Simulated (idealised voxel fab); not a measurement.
process module | voxel self aligned contacts
cross-section cut | 240 nm wide | cells 5 nm
A cross-section is a grid of square cells, given in bands from the top down. A band is one or more rows of cells.
Each band's line starts with the height of the band's top and of its bottom, in nm. Then come its materials from left to right, each with its width in nm. One material with "throughout" fills the band from edge to edge. "air" is empty space.
Height 0 is the level under which the wafer as received is all one material. The lowest band goes on downwards, as in "0 down".
A width such as "30 to 40" changes by the same amount from each row of cells to the next, from the band's top row to its bottom row.
"no change" after a step means that no cell of the cross-section changed.
closed voids: empty space of 8 cells or more with no open way to the top, each as width x height at its distance from the left edge, in nm
after a step's settings: what the simulator itself notes on the step
overlay nm, on a step with a mask: how far to the right of its planned place the mask lay; to the left if negative
plan
1 op RECEIVE | material Si
2 op OXIDIZE | depth nm 5
3 op DIRECTIONAL_DEP | material polySi | thk nm 30
4 op DIRECTIONAL_DEP | material SiN | thk nm 20
5 op PATTERN | tone cover | mask id GATE | material resist | width nm 35 | pitch nm 70 | thk nm 15 | overlay nm 0
6 op DIRECTIONAL_ETCH | etch materials SiN | depth nm 20
7 op DIRECTIONAL_ETCH | etch materials polySi | depth nm 30
8 op STRIP | etch materials resist
9 op CONFORMAL_DEP | material SiN | thk nm 10
10 op DIRECTIONAL_ETCH | etch materials SiN | depth nm 10
11 op FILL_DEP | material SiO2 | thk nm 15
12 op CMP | height nm 60
13 op DIRECTIONAL_DEP | material aC | thk nm 10
14 op PATTERN | tone open | mask id CONTACT | material resist | width nm 45 | pitch nm 70 | thk nm 30 | overlay nm 0
15 op DIRECTIONAL_ETCH | etch materials aC | depth nm 10
16 op STRIP | etch materials resist
17 op DIRECTIONAL_ETCH | etch materials SiO2 | depth nm 65
18 op STRIP | etch materials aC
19 op CONFORMAL_DEP | material TiN | thk nm 5
20 op FILL_DEP | material W | thk nm 5
21 op CMP | height nm 60
22 op CONFORMAL_DEP | material SiCN | thk nm 5
varied across the wafers: width nm of step 14. The plan shows the first wafer's value. All wafers start alike
first wafer as received, after step 1
  0 down: Si throughout
  closed voids: none
first wafer at the end, after step 22
  65 to 60: SiCN throughout
  60 to 50: SiO2 60 | TiN 5 to 20 | W 35 to 5 | TiN 5 to 20 | SiO2 25 | TiN 5 to 20 | W 35 to 5 | TiN 5 to 20 | SiO2 65
  50 to 30: SiO2 20 | SiN 55 | TiN 5 | W 5 | TiN 5 | SiN 55 | TiN 5 | W 5 | TiN 5 | SiN 55 | SiO2 25
  30 to 0: SiO2 20 | SiN 10 | polySi 35 | SiN 10 | TiN 5 | W 5 | TiN 5 | SiN 10 | polySi 35 | SiN 10 | TiN 5 | W 5 | TiN 5 | SiN 10 | polySi 35 | SiN 10 | SiO2 25
  0 to -5: SiO2 75 | TiN 15 | SiO2 55 | TiN 15 | SiO2 80
  -5 down: Si throughout
  closed voids: none
last wafer at the end
  65 to 60: SiCN throughout
  60 to 50: SiO2 55 | TiN 5 to 25 | W 45 to 5 | TiN 5 to 25 | SiO2 15 | TiN 5 to 25 | W 45 to 5 | TiN 5 to 25 | SiO2 60
  50 to 30: SiO2 20 | SiN 55 | TiN 5 | W 5 | TiN 5 | SiN 55 | TiN 5 | W 5 | TiN 5 | SiN 55 | SiO2 25
  30 to 0: SiO2 20 | SiN 10 | polySi 35 | SiN 10 | TiN 5 | W 5 | TiN 5 | SiN 10 | polySi 35 | SiN 10 | TiN 5 | W 5 | TiN 5 | SiN 10 | polySi 35 | SiN 10 | SiO2 25
  0 to -5: SiO2 75 | TiN 15 | SiO2 55 | TiN 15 | SiO2 80
  -5 down: Si throughout
  closed voids: none
each wafer at the end: cells of each material gained (+) or lost (-) since it was received, then its closed voids
width nm 45 | -48 Si | +48 SiCN | +204 SiN | +192 SiO2 | +66 TiN | +36 W | +126 polySi | closed voids: none
width nm 50 | -48 Si | +48 SiCN | +204 SiN | +188 SiO2 | +68 TiN | +38 W | +126 polySi | closed voids: none
width nm 55 | -48 Si | +48 SiCN | +204 SiN | +184 SiO2 | +70 TiN | +40 W | +126 polySi | closed voids: none
